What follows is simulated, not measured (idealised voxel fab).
process module | voxel quadruple lines
cross-section cut | 265 nm wide | cells 5 nm
A cross-section is a grid of square cells, given in bands from the top down. A band is one or more rows of cells.
Each band's line starts with the height of the band's top and of its bottom, in nm. Then come its materials from left to right, each with its width in nm. One material with "throughout" fills the band from edge to edge. "air" is empty space.
Height 0 is the level under which the wafer as received is all one material. The lowest band goes on downwards, as in "0 down".
A width such as "30 to 40" changes by the same amount from each row of cells to the next, from the band's top row to its bottom row.
"no change" after a step means that no cell of the cross-section changed.
closed voids: empty space of 8 cells or more with no open way to the top, each as width x height at its distance from the left edge, in nm
after a step's settings: what the simulator itself notes on the step
overlay nm, on a step with a mask: how far to the right of its planned place the mask lay; to the left if negative
plan
1 op RECEIVE | material Si
2 op CONFORMAL_DEP | material SiO2 | thk nm 5
3 op DIRECTIONAL_DEP | material W | thk nm 10
4 op DIRECTIONAL_DEP | material polySi | thk nm 20
5 op DIRECTIONAL_DEP | material aC | thk nm 20
6 op PATTERN | tone cover | mask id MANDREL | material resist | width nm 25 | pitch nm 80 | thk nm 25 | overlay nm 0
7 op DIRECTIONAL_ETCH | etch materials aC | depth nm 20
8 op STRIP | etch materials resist
9 op CONFORMAL_DEP | material SiO2 | thk nm 15
10 op DIRECTIONAL_ETCH | etch materials SiO2 | depth nm 15
11 op STRIP | etch materials aC
12 op DIRECTIONAL_ETCH | etch materials polySi | depth nm 20
13 op STRIP | etch materials SiO2
14 op CONFORMAL_DEP | material SiN | thk nm 5
15 op DIRECTIONAL_ETCH | etch materials SiN | depth nm 5
16 op STRIP | etch materials polySi
17 op DIRECTIONAL_ETCH | etch materials W | depth nm 10
18 op STRIP | etch materials SiN
19 op FILL_DEP | material lowk | thk nm 10
20 op CMP | height nm 15
first wafer, as planned
as received, after step 1
  0 down: Si throughout
  closed voids: none
after step 2
  5 to 0: SiO2 throughout
  below 0: unchanged
after step 3
  15 to 5: W throughout
  below 5: unchanged
after step 4
  35 to 15: polySi throughout
  below 15: unchanged
after step 5
  55 to 35: aC throughout
  below 35: unchanged
after step 6
  80 to 55: air 80 | resist 25 | air 55 | resist 25 | air 80
  below 55: unchanged
after step 7
  60 to 55: air 80 | resist 25 | air 55 | resist 25 | air 80
  55 to 35: air 80 | aC 25 | air 55 | aC 25 | air 80
  below 35: unchanged
after step 8
  55 to 35: air 80 | aC 25 | air 55 | aC 25 | air 80
  below 35: unchanged
after step 9
  70 to 55: air 65 | SiO2 55 | air 25 | SiO2 55 | air 65
  55 to 50: air 65 | SiO2 15 | aC 25 | SiO2 15 | air 25 | SiO2 15 | aC 25 | SiO2 15 | air 65
  50 to 35: SiO2 80 | aC 25 | SiO2 55 | aC 25 | SiO2 80
  below 35: unchanged
after step 10
  55 to 35: air 65 | SiO2 15 | aC 25 | SiO2 15 | air 25 | SiO2 15 | aC 25 | SiO2 15 | air 65
  below 35: unchanged
after step 11
  55 to 35: air 65 | SiO2 15 | air 25 | SiO2 15 | air 25 | SiO2 15 | air 25 | SiO2 15 | air 65
  below 35: unchanged
after step 12
  55 to 35: air 65 | SiO2 15 | air 25 | SiO2 15 | air 25 | SiO2 15 | air 25 | SiO2 15 | air 65
  35 to 15: air 65 | polySi 15 | air 25 | polySi 15 | air 25 | polySi 15 | air 25 | polySi 15 | air 65
  below 15: unchanged
after step 13
  35 to 15: air 65 | polySi 15 | air 25 | polySi 15 | air 25 | polySi 15 | air 25 | polySi 15 | air 65
  below 15: unchanged
after step 14
  40 to 35: air 60 | SiN 25 | air 15 | SiN 25 | air 15 | SiN 25 | air 15 | SiN 25 | air 60
  35 to 20: air 60 | SiN 5 | polySi 15 | SiN 5 | air 15 | SiN 5 | polySi 15 | SiN 5 | air 15 | SiN 5 | polySi 15 | SiN 5 | air 15 | SiN 5 | polySi 15 | SiN 5 | air 60
  20 to 15: SiN 65 | polySi 15 | SiN 25 | polySi 15 | SiN 25 | polySi 15 | SiN 25 | polySi 15 | SiN 65
  below 15: unchanged
after step 15
  35 to 15: air 60 | SiN 5 | polySi 15 | SiN 5 | air 15 | SiN 5 | polySi 15 | SiN 5 | air 15 | SiN 5 | polySi 15 | SiN 5 | air 15 | SiN 5 | polySi 15 | SiN 5 | air 60
  below 15: unchanged
after step 16
  35 to 15: air 60 | SiN 5 | air 15 | SiN 5 | air 15 | SiN 5 | air 15 | SiN 5 | air 15 | SiN 5 | air 15 | SiN 5 | air 15 | SiN 5 | air 15 | SiN 5 | air 60
  below 15: unchanged
after step 17
  35 to 15: air 60 | SiN 5 | air 15 | SiN 5 | air 15 | SiN 5 | air 15 | SiN 5 | air 15 | SiN 5 | air 15 | SiN 5 | air 15 | SiN 5 | air 15 | SiN 5 | air 60
  15 to 5: air 60 | W 5 | air 15 | W 5 | air 15 | W 5 | air 15 | W 5 | air 15 | W 5 | air 15 | W 5 | air 15 | W 5 | air 15 | W 5 | air 60
  below 5: unchanged
after step 18
  15 to 5: air 60 | W 5 | air 15 | W 5 | air 15 | W 5 | air 15 | W 5 | air 15 | W 5 | air 15 | W 5 | air 15 | W 5 | air 15 | W 5 | air 60
  below 5: unchanged
after step 19
  25 to 15: lowk throughout
  15 to 5: lowk 60 | W 5 | lowk 15 | W 5 | lowk 15 | W 5 | lowk 15 | W 5 | lowk 15 | W 5 | lowk 15 | W 5 | lowk 15 | W 5 | lowk 15 | W 5 | lowk 60
  below 5: unchanged
after step 20
  15 to 5: lowk 60 | W 5 | lowk 15 | W 5 | lowk 15 | W 5 | lowk 15 | W 5 | lowk 15 | W 5 | lowk 15 | W 5 | lowk 15 | W 5 | lowk 15 | W 5 | lowk 60
  below 5: unchanged
second wafer: like start, like plan, one mistake. Through step 15 it matches the first wafer
when step 16 should have ended
  35 to 15: air 60 | SiN 5 | air 15 | SiN 5 | air 15 | SiN 5 | air 15 | SiN 5 | air 15 | SiN 5 | air 15 | SiN 5 | air 15 | SiN 5 | air 15 | SiN 5 | air 60
  below 15: unchanged
when step 17 should have ended
  35 to 15: air 60 | SiN 5 | air 15 | SiN 5 | air 15 | SiN 5 | air 15 | SiN 5 | air 15 | SiN 5 | air 15 | SiN 5 | air 15 | SiN 5 | air 15 | SiN 5 | air 60
  15 to 5: air 60 | W 5 | air 15 | W 5 | air 15 | W 5 | air 15 | W 5 | air 15 | W 5 | air 15 | W 5 | air 15 | W 5 | air 15 | W 5 | air 60
  below 5: unchanged
when step 18 should have ended
  15 to 5: air 60 | W 5 | air 15 | W 5 | air 15 | W 5 | air 15 | W 5 | air 15 | W 5 | air 15 | W 5 | air 15 | W 5 | air 15 | W 5 | air 60
  below 5: unchanged
when step 19 should have ended
  25 to 15: lowk throughout
  15 to 5: lowk 60 | W 5 | lowk 15 | W 5 | lowk 15 | W 5 | lowk 15 | W 5 | lowk 15 | W 5 | lowk 15 | W 5 | lowk 15 | W 5 | lowk 15 | W 5 | lowk 60
  below 5: unchanged
when step 20 should have ended
  15 to 5: lowk 60 | W 5 | lowk 15 | W 5 | lowk 15 | W 5 | lowk 15 | W 5 | lowk 15 | W 5 | lowk 15 | W 5 | lowk 15 | W 5 | lowk 15 | W 5 | lowk 60
  below 5: unchanged
what went wrong: step 16 was run twice
at the end the two cross-sections are the same: no effect in what this model computes
